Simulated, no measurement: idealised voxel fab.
This section sets out a process module, namely voxel wiring stack.
We display cut, a cross-section 175 nm in width whose square cells are each 5 nm.
Bands, listed from the top down, are how a cross-section gets written in this document; the cross-section itself is a grid of square cells, and a band is one or more rows of them. Each band's line starts with the height of the band's top and of its bottom, in nm. Then come its materials from left to right, each with its width in nm. One material with "edge to edge" fills the band from edge to edge. "empty" is empty space. For the purposes of this specification, 0 denotes the height below which the wafer in its as-received condition is composed wholly of one material, and the lowermost band, lacking a lower limit, extends downward without end, as expressed in "0 and below". Graded width ("30 to 40"): value in top row of band = first number; value in bottom row = second number; row-to-row change constant. Step marked "nothing altered"? Then no cell in the cross-section changed in it. "Enclosed cavities" - sealed voids, min. 8 cells, no opening to top; format: width x height at distance (distance from left edge; nm throughout). That trailing text on a step's line, after the settings, is the simulator's own remark on the step. "overlay nm" on a masked step: distance the mask lay right of its planned place, negative for left.
-- Steps planned for the process
1 RECEIVE, material Si
2 CONFORMAL_DEP, material SiO2, thk nm 15
3 DIRECTIONAL_DEP, material TiN, thk nm 5
4 DIRECTIONAL_DEP, material Ru, thk nm 15
5 MASKED_ETCH, tone cover, mask id METAL_1, width nm 25, pitch nm 55, etch materials Ru, depth nm 15, overlay nm 0
6 MASKED_ETCH, tone cover, mask id METAL_1, width nm 25, pitch nm 55, etch materials TiN, depth nm 5, overlay nm 0
7 FILL_DEP, material lowk, thk nm 5
8 CMP, height nm 35
9 CONFORMAL_DEP, material SiCN, thk nm 5
10 DIRECTIONAL_DEP, material lowk, thk nm 10
11 DIRECTIONAL_DEP, material aC, thk nm 15
12 PATTERN, tone open, mask id PLUG_1, material resist, width nm 15, pitch nm 55, thk nm 30, overlay nm 0
13 DIRECTIONAL_ETCH, etch materials aC, depth nm 15
14 STRIP, etch materials resist
15 DIRECTIONAL_ETCH, etch materials lowk, depth nm 10
16 DIRECTIONAL_ETCH, etch materials SiCN, depth nm 5
17 STRIP, etch materials aC
18 CONFORMAL_DEP, material TiN, thk nm 5
19 FILL_DEP, material Ru, thk nm 5
20 CMP, height nm 50
21 CONFORMAL_DEP, material SiCN, thk nm 5
22 DIRECTIONAL_DEP, material SiO2, thk nm 15
23 PATTERN, tone open, mask id METAL_2, material resist, width nm 25, pitch nm 55, thk nm 15, overlay nm 0
24 DIRECTIONAL_ETCH, etch materials SiO2, depth nm 15
25 DIRECTIONAL_ETCH, etch materials SiCN, depth nm 5
26 STRIP, etch materials resist
27 CONFORMAL_DEP, material TiN, thk nm 5
28 FILL_DEP, material Ru, thk nm 5
29 CMP, height nm 70
30 CONFORMAL_DEP, material SiCN, thk nm 5
31 DIRECTIONAL_DEP, material SiO2, thk nm 30
32 MASKED_ETCH, tone open, mask id METAL_3_HOLES, width nm 15, etch materials SiO2, depth nm 30, overlay nm 0
33 MASKED_ETCH, tone open, mask id METAL_3, width nm 25, pitch nm 55, etch materials SiO2, depth nm 15, overlay nm -15
34 MASKED_ETCH, tone open, mask id METAL_3, width nm 25, pitch nm 55, etch materials SiCN, depth nm 5, overlay nm 0
35 CONFORMAL_DEP, material TiN, thk nm 5
36 FILL_DEP, material Ru, thk nm 5
37 CMP, height nm 105
38 CONFORMAL_DEP, material SiCN, thk nm 5
For clarity, it should be stated that the wafers under discussion commence in an identical condition and differ with respect to the overlay nm of step 33, the plan indicating the value that the first wafer had.
-- As-received cross-section, first of several wafers, post step 1
> 0 and below  Si edge to edge
> Enclosed cavities: none
-- Below is a per-wafer table. In it, each row describes the wafer at the end of the module by giving, for each material, the number of cells gained (+) or lost (-) since the wafer was received, and after that the closed voids of the wafer
overlay nm -15 | +70 Ru | +121 SiCN | +348 SiO2 | +73 TiN | +158 lowk | Enclosed cavities: none
overlay nm -10 | +68 Ru | +121 SiCN | +351 SiO2 | +72 TiN | +158 lowk | Enclosed cavities: none
overlay nm -5 | +68 Ru | +121 SiCN | +351 SiO2 | +72 TiN | +158 lowk | Enclosed cavities: none
overlay nm 0 | +68 Ru | +121 SiCN | +351 SiO2 | +72 TiN | +158 lowk | Enclosed cavities: none
overlay nm 5 | +70 Ru | +121 SiCN | +348 SiO2 | +73 TiN | +158 lowk | Enclosed cavities: none
overlay nm 10 | +72 Ru | +121 SiCN | +345 SiO2 | +74 TiN | +158 lowk | Enclosed cavities: none
overlay nm 15 | +74 Ru | +121 SiCN | +342 SiO2 | +75 TiN | +158 lowk | Enclosed cavities: none
